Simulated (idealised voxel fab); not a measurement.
Process module under the name voxel self aligned contacts
Square cell edge 5 nm, section width 250 nm, ID cut.
In what follows, cross-sections appear as grids of square cells, described through bands that run from the top down, where every band is one or more rows of cells.
Within each band entry, the heights of the top and of the bottom of the band appear first, in that order and in nm; the materials of the band then follow from left to right, each with its corresponding width in nm. The designation "edge to edge" on a single material indicates that it fills the band from edge to edge; the designation "air" indicates empty space.
Height 0 is the level under which the wafer as received is all one material. The lowest band goes on downwards, as in "0 nm and below".
The notation "30 to 40" denotes a width that varies across the rows of cells in the band, beginning at the first number in the top row, finishing at the second number in the bottom row, and changing by an identical amount from each row to the next.
No cell of the cross-section changed in a step that is given as "left unchanged".
Reported under the label "Voids lacking openings" are the empty spaces having no open way to the top and comprising 8 cells or more; the notation for each is width x height at distance, in which the distance is measured from the left edge and all three values are in nm.
It should be noted that, on the line of a given step, the content following the step's settings is a remark produced by the simulator itself with respect to that step.
overlay nm: on a step with a mask, how far right of its planned place the mask lay; negative means left.
-- The following list gives the planned process steps
- 1: RECEIVE with material Si
- 2: OXIDIZE with depth nm 5
- 3: DIRECTIONAL_DEP with material polySi, thk nm 25
- 4: DIRECTIONAL_DEP with material SiN, thk nm 20
- 5: DIRECTIONAL_DEP with material aC, thk nm 15
- 6: PATTERN with tone cover, mask id GATE, material resist, width nm 30, pitch nm 75, thk nm 30, overlay nm 0
- 7: DIRECTIONAL_ETCH with etch materials aC, depth nm 15
- 8: STRIP with etch materials resist
- 9: DIRECTIONAL_ETCH with etch materials SiN, depth nm 20
- 10: DIRECTIONAL_ETCH with etch materials polySi, depth nm 25
- 11: STRIP with etch materials aC
- 12: CONFORMAL_DEP with material SiN, thk nm 10
- 13: DIRECTIONAL_ETCH with etch materials SiN, depth nm 10
- 14: FILL_DEP with material SiO2, thk nm 15
- 15: CMP with height nm 55
- 16: DIRECTIONAL_DEP with material aC, thk nm 15
- 17: PATTERN with tone open, mask id CONTACT, material resist, width nm 55, thk nm 30, overlay nm 0
- 18: DIRECTIONAL_ETCH with etch materials aC, depth nm 15
- 19: STRIP with etch materials resist
- 20: DIRECTIONAL_ETCH with etch materials SiO2, depth nm 60
- 21: STRIP with etch materials aC
- 22: CONFORMAL_DEP with material TiN, thk nm 5
- 23: FILL_DEP with material W, thk nm 5
- 24: CMP with height nm 55
- 25: CONFORMAL_DEP with material SiCN, thk nm 5
-- Cross-section, incoming material, after step 1
    0 nm and below = Si edge to edge
    Voids lacking openings: none
-- Post-module cross-section: identical start and plan to those above, one misstep in execution
    60 nm to 55 nm = SiCN edge to edge
    55 nm to 45 nm = SiO2=100, then TiN=5 to 15, then W=35 to 15, then TiN=5 to 15, then SiO2=105
    45 nm to 25 nm = SiO2=60, then SiN=50, then TiN=5, then W=15, then TiN=5, then SiN=50, then SiO2=65
    25 nm to 0 nm = SiO2=60, then SiN=10, then polySi=30, then SiN=10, then TiN=5, then W=15, then TiN=5, then SiN=10, then polySi=30, then SiN=10, then SiO2=65
    0 nm to -5 nm = SiO2=110, then TiN=25, then SiO2=115
    -5 nm and below = Si edge to edge
    Voids lacking openings: none
Misprocessing identified: the process deviated at step 17: the operation and settings actually run there were PATTERN with tone open, mask id CONTACT, material resist, width nm 45, thk nm 30, overlay nm 0
